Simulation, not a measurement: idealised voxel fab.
Name of the process module below: voxel wiring stack
Displayed cross-section: cut, width of 180 nm, square cells sized 5 nm.
Cross-section spec: square-cell grid; bands listed top down; each band is one or more rows. What a band's entry tells you: where the top is and where the bottom is, as heights in nm, and after that what lies inside, material by material from left to right, each with its width in nm. Empty space is written as the word "empty", and a single material marked with the word "everywhere" occupies the band from edge to edge. The reference from which all heights are counted is 0, the level beneath which the as-received wafer is entirely one material; the lowest band, having no lower bound, proceeds downward and is written after the example "0 and below". The width entry "30 to 40" should be interpreted row by row: the top row of cells in the band takes the first number, the bottom row takes the second number, and the change between adjacent rows is uniform throughout. When a step is marked "no alteration", none of the cells in the cross-section changed during that step. Empty spaces counting at least 8 cells and having no open way to the top are listed in "Completely sealed voids". The notation width x height at distance is used for each, the distance being from the left edge and all three values in nm. Post-settings text on a step line: simulator's own remark regarding the step. overlay nm: where the mask lay relative to plan, measured to the right, on steps with a mask; negatives go left.

The following list gives the planned process steps
- 1: RECEIVE (material Si)
- 2: CONFORMAL_DEP (material SiO2; thk nm 10)
- 3: DIRECTIONAL_DEP (material TiN; thk nm 5)
- 4: DIRECTIONAL_DEP (material W; thk nm 20)
- 5: MASKED_ETCH (tone cover; mask id METAL_1; width nm 25; pitch nm 45; etch materials W; depth nm 20; overlay nm 0)
- 6: MASKED_ETCH (tone cover; mask id METAL_1; width nm 25; pitch nm 45; etch materials TiN; depth nm 5; overlay nm 0)
- 7: FILL_DEP (material SiO2; thk nm 5)
- 8: CMP (height nm 35)
- 9: CONFORMAL_DEP (material SiCN; thk nm 5)
- 10: DIRECTIONAL_DEP (material lowk; thk nm 25)
- 11: DIRECTIONAL_DEP (material aC; thk nm 15)
- 12: PATTERN (tone open; mask id METAL_2_HOLES; material resist; width nm 15; pitch nm 45; thk nm 30; overlay nm 0)
- 13: DIRECTIONAL_ETCH (etch materials aC; depth nm 15)
- 14: STRIP (etch materials resist)
- 15: DIRECTIONAL_ETCH (etch materials lowk; depth nm 25)
- 16: STRIP (etch materials aC)
- 17: PATTERN (tone open; mask id METAL_2; material resist; width nm 25; pitch nm 45; thk nm 15; overlay nm 0)
- 18: DIRECTIONAL_ETCH (etch materials lowk; depth nm 15)
- 19: DIRECTIONAL_ETCH (etch materials SiCN; depth nm 5)
- 20: STRIP (etch materials resist)
- 21: CONFORMAL_DEP (material TiN; thk nm 5)
- 22: FILL_DEP (material Cu; thk nm 10)
- 23: CMP (height nm 65)
- 24: CONFORMAL_DEP (material SiCN; thk nm 5)
- 25: DIRECTIONAL_DEP (material SiO2; thk nm 25)
- 26: MASKED_ETCH (tone open; mask id METAL_3_HOLES; width nm 15; pitch nm 45; etch materials SiO2; depth nm 25; overlay nm 0)
- 27: DIRECTIONAL_DEP (material aC; thk nm 15)
- 28: PATTERN (tone open; mask id METAL_3; material resist; width nm 25; pitch nm 45; thk nm 30; overlay nm 0)
- 29: DIRECTIONAL_ETCH (etch materials aC; depth nm 15)
- 30: STRIP (etch materials resist)
- 31: DIRECTIONAL_ETCH (etch materials SiO2; depth nm 15)
- 32: DIRECTIONAL_ETCH (etch materials SiCN; depth nm 5)
- 33: STRIP (etch materials aC)
- 34: CONFORMAL_DEP (material TiN; thk nm 5)
- 35: FILL_DEP (material Cu; thk nm 5)
- 36: CMP (height nm 95)
- 37: CONFORMAL_DEP (material SiCN; thk nm 5)

First wafer out of two, processed as planned

Received-state cross-section, reflecting completion of step 1
> 0 and below: Si everywhere
> Completely sealed voids: none

Step 2 done - wafer cross-section
> 10 down to 0: SiO2 everywhere
> Heights below 0 show no change.

Step 3 done - wafer cross-section
> 15 down to 10: TiN everywhere
> Heights below 10 show no change.

Step 4 done - wafer cross-section
> 35 down to 15: W everywhere
> Heights below 15 show no change.

Step 5 done - wafer cross-section
> 35 down to 15: 55 nm empty; 25 nm W; 20 nm empty; 25 nm W; 55 nm empty
> Heights below 15 show no change.

Step 6 done - wafer cross-section
> 35 down to 15: 55 nm empty; 25 nm W; 20 nm empty; 25 nm W; 55 nm empty
> 15 down to 10: 55 nm empty; 25 nm TiN; 20 nm empty; 25 nm TiN; 55 nm empty
> Heights below 10 show no change.

Step 7 done - wafer cross-section
> 40 down to 35: SiO2 everywhere
> 35 down to 15: 55 nm SiO2; 25 nm W; 20 nm SiO2; 25 nm W; 55 nm SiO2
> 15 down to 10: 55 nm SiO2; 25 nm TiN; 20 nm SiO2; 25 nm TiN; 55 nm SiO2
> Heights below 10 show no change.

Step 8 done - wafer cross-section
> 35 down to 15: 55 nm SiO2; 25 nm W; 20 nm SiO2; 25 nm W; 55 nm SiO2
> Heights below 15 show no change.

Step 9 done - wafer cross-section
> 40 down to 35: SiCN everywhere
> Heights below 35 show no change.

Step 10 done - wafer cross-section
> 65 down to 40: lowk everywhere
> Heights below 40 show no change.

Step 11 done - wafer cross-section
> 80 down to 65: aC everywhere
> Heights below 65 show no change.

Step 12 done - wafer cross-section
> 110 down to 80: 55 nm resist; 15 nm empty; 30 nm resist; 15 nm empty; 65 nm resist
> Heights below 80 show no change.

Step 13 done - wafer cross-section
> 95 down to 80: 55 nm resist; 15 nm empty; 30 nm resist; 15 nm empty; 65 nm resist
> 80 down to 65: 55 nm aC; 15 nm empty; 30 nm aC; 15 nm empty; 65 nm aC
> Heights below 65 show no change.

Step 14 done - wafer cross-section
> 80 down to 65: 55 nm aC; 15 nm empty; 30 nm aC; 15 nm empty; 65 nm aC
> Heights below 65 show no change.

Step 15 done - wafer cross-section
> 80 down to 65: 55 nm aC; 15 nm empty; 30 nm aC; 15 nm empty; 65 nm aC
> 65 down to 40: 55 nm lowk; 15 nm empty; 30 nm lowk; 15 nm empty; 65 nm lowk
> Heights below 40 show no change.

Step 16 done - wafer cross-section
> 65 down to 40: 55 nm lowk; 15 nm empty; 30 nm lowk; 15 nm empty; 65 nm lowk
> Heights below 40 show no change.

Step 17 done - wafer cross-section
> 80 down to 65: 55 nm resist; 25 nm empty; 20 nm resist; 25 nm empty; 55 nm resist
> Heights below 65 show no change.

Step 18 done - wafer cross-section
> 80 down to 65: 55 nm resist; 25 nm empty; 20 nm resist; 25 nm empty; 55 nm resist
> 65 down to 50: 55 nm lowk; 25 nm empty; 20 nm lowk; 25 nm empty; 55 nm lowk
> Heights below 50 show no change.

Step 19 done - wafer cross-section
> 80 down to 65: 55 nm resist; 25 nm empty; 20 nm resist; 25 nm empty; 55 nm resist
> 65 down to 50: 55 nm lowk; 25 nm empty; 20 nm lowk; 25 nm empty; 55 nm lowk
> 50 down to 40: 55 nm lowk; 15 nm empty; 30 nm lowk; 15 nm empty; 65 nm lowk
> 40 down to 35: 55 nm SiCN; 15 nm empty; 30 nm SiCN; 15 nm empty; 65 nm SiCN
> Heights below 35 show no change.

Step 20 done - wafer cross-section
> 65 down to 50: 55 nm lowk; 25 nm empty; 20 nm lowk; 25 nm empty; 55 nm lowk
> Heights below 50 show no change.

Step 21 done - wafer cross-section
> 70 down to 65: 60 nm TiN; 15 nm empty; 30 nm TiN; 15 nm empty; 60 nm TiN
> 65 down to 55: 55 nm lowk; 5 nm TiN; 15 nm empty; 5 nm TiN; 20 nm lowk; 5 nm TiN; 15 nm empty; 5 nm TiN; 55 nm lowk
> 55 down to 50: 55 nm lowk; 5 nm TiN; 5 nm empty; 15 nm TiN; 20 nm lowk; 5 nm TiN; 5 nm empty; 15 nm TiN; 55 nm lowk
> 50 down to 40: 55 nm lowk; 5 nm TiN; 5 nm empty; 5 nm TiN; 30 nm lowk; 5 nm TiN; 5 nm empty; 5 nm TiN; 65 nm lowk
> 40 down to 35: 55 nm SiCN; 15 nm TiN; 30 nm SiCN; 15 nm TiN; 65 nm SiCN
> Heights below 35 show no change.

Step 22 done - wafer cross-section
> 80 down to 70: Cu everywhere
> 70 down to 65: 60 nm TiN; 15 nm Cu; 30 nm TiN; 15 nm Cu; 60 nm TiN
> 65 down to 55: 55 nm lowk; 5 nm TiN; 15 nm Cu; 5 nm TiN; 20 nm lowk; 5 nm TiN; 15 nm Cu; 5 nm TiN; 55 nm lowk
> 55 down to 50: 55 nm lowk; 5 nm TiN; 5 nm Cu; 15 nm TiN; 20 nm lowk; 5 nm TiN; 5 nm Cu; 15 nm TiN; 55 nm lowk
> 50 down to 40: 55 nm lowk; 5 nm TiN; 5 nm Cu; 5 nm TiN; 30 nm lowk; 5 nm TiN; 5 nm Cu; 5 nm TiN; 65 nm lowk
> Heights below 40 show no change.

Step 23 done - wafer cross-section
> 65 down to 55: 55 nm lowk; 5 nm TiN; 15 nm Cu; 5 nm TiN; 20 nm lowk; 5 nm TiN; 15 nm Cu; 5 nm TiN; 55 nm lowk
> Heights below 55 show no change.

Step 24 done - wafer cross-section
> 70 down to 65: SiCN everywhere
> Heights below 65 show no change.

Step 25 done - wafer cross-section
> 95 down to 70: SiO2 everywhere
> Heights below 70 show no change.

Step 26 done - wafer cross-section
> 95 down to 70: 55 nm SiO2; 15 nm empty; 30 nm SiO2; 15 nm empty; 65 nm SiO2
> Heights below 70 show no change.

Step 27 done - wafer cross-section
> 110 down to 95: 55 nm aC; 15 nm empty; 30 nm aC; 15 nm empty; 65 nm aC
> 95 down to 85: 55 nm SiO2; 15 nm empty; 30 nm SiO2; 15 nm empty; 65 nm SiO2
> 85 down to 70: 55 nm SiO2; 15 nm aC; 30 nm SiO2; 15 nm aC; 65 nm SiO2
> Heights below 70 show no change.

Step 28 done - wafer cross-section
> 140 down to 110: 55 nm resist; 25 nm empty; 20 nm resist; 25 nm empty; 55 nm resist
> Heights below 110 show no change.

Step 29 done - wafer cross-section
> 125 down to 110: 55 nm resist; 25 nm empty; 20 nm resist; 25 nm empty; 55 nm resist
> 110 down to 95: 55 nm aC; 25 nm empty; 20 nm aC; 25 nm empty; 55 nm aC
> 95 down to 70: 55 nm SiO2; 15 nm empty; 30 nm SiO2; 15 nm empty; 65 nm SiO2
> Heights below 70 show no change.

Step 30 done - wafer cross-section
> 110 down to 95: 55 nm aC; 25 nm empty; 20 nm aC; 25 nm empty; 55 nm aC
> Heights below 95 show no change.

Step 31 done - wafer cross-section
> 110 down to 95: 55 nm aC; 25 nm empty; 20 nm aC; 25 nm empty; 55 nm aC
> 95 down to 80: 55 nm SiO2; 25 nm empty; 20 nm SiO2; 25 nm empty; 55 nm SiO2
> Heights below 80 show no change.

Step 32 done - wafer cross-section
> 110 down to 95: 55 nm aC; 25 nm empty; 20 nm aC; 25 nm empty; 55 nm aC
> 95 down to 80: 55 nm SiO2; 25 nm empty; 20 nm SiO2; 25 nm empty; 55 nm SiO2
> 80 down to 70: 55 nm SiO2; 15 nm empty; 30 nm SiO2; 15 nm empty; 65 nm SiO2
> 70 down to 65: 55 nm SiCN; 15 nm empty; 30 nm SiCN; 15 nm empty; 65 nm SiCN
> Heights below 65 show no change.

Step 33 done - wafer cross-section
> 95 down to 80: 55 nm SiO2; 25 nm empty; 20 nm SiO2; 25 nm empty; 55 nm SiO2
> Heights below 80 show no change.

Step 34 done - wafer cross-section
> 100 down to 95: 60 nm TiN; 15 nm empty; 30 nm TiN; 15 nm empty; 60 nm TiN
> 95 down to 85: 55 nm SiO2; 5 nm TiN; 15 nm empty; 5 nm TiN; 20 nm SiO2; 5 nm TiN; 15 nm empty; 5 nm TiN; 55 nm SiO2
> 85 down to 80: 55 nm SiO2; 5 nm TiN; 5 nm empty; 15 nm TiN; 20 nm SiO2; 5 nm TiN; 5 nm empty; 15 nm TiN; 55 nm SiO2
> 80 down to 70: 55 nm SiO2; 5 nm TiN; 5 nm empty; 5 nm TiN; 30 nm SiO2; 5 nm TiN; 5 nm empty; 5 nm TiN; 65 nm SiO2
> 70 down to 65: 55 nm SiCN; 15 nm TiN; 30 nm SiCN; 15 nm TiN; 65 nm SiCN
> Heights below 65 show no change.

Step 35 done - wafer cross-section
> 105 down to 100: Cu everywhere
> 100 down to 95: 60 nm TiN; 15 nm Cu; 30 nm TiN; 15 nm Cu; 60 nm TiN
> 95 down to 85: 55 nm SiO2; 5 nm TiN; 15 nm Cu; 5 nm TiN; 20 nm SiO2; 5 nm TiN; 15 nm Cu; 5 nm TiN; 55 nm SiO2
> 85 down to 80: 55 nm SiO2; 5 nm TiN; 5 nm Cu; 15 nm TiN; 20 nm SiO2; 5 nm TiN; 5 nm Cu; 15 nm TiN; 55 nm SiO2
> 80 down to 70: 55 nm SiO2; 5 nm TiN; 5 nm Cu; 5 nm TiN; 30 nm SiO2; 5 nm TiN; 5 nm Cu; 5 nm TiN; 65 nm SiO2
> Heights below 70 show no change.

Step 36 done - wafer cross-section
> 95 down to 85: 55 nm SiO2; 5 nm TiN; 15 nm Cu; 5 nm TiN; 20 nm SiO2; 5 nm TiN; 15 nm Cu; 5 nm TiN; 55 nm SiO2
> Heights below 85 show no change.

Step 37 done - wafer cross-section
> 100 down to 95: SiCN everywhere
> Heights below 95 show no change.

It is to be noted that the second wafer proceeded from the same initial state and according to the same plan as the first, although one mistake was committed in its execution; through step 36, inclusive, the two wafers share an identical history

Second wafer profile in section, at the moment step 37 of the plan was meant to be complete
> 110 down to 95: SiCN everywhere
> Heights below 95 show no change.
Finding, execution versus plan: in deviation from the planned setting, step 37 was conducted as CONFORMAL_DEP (material SiCN; thk nm 15)
End check, counted in cells, second wafer has more or fewer of these materials than the first: 72 more of SiCN
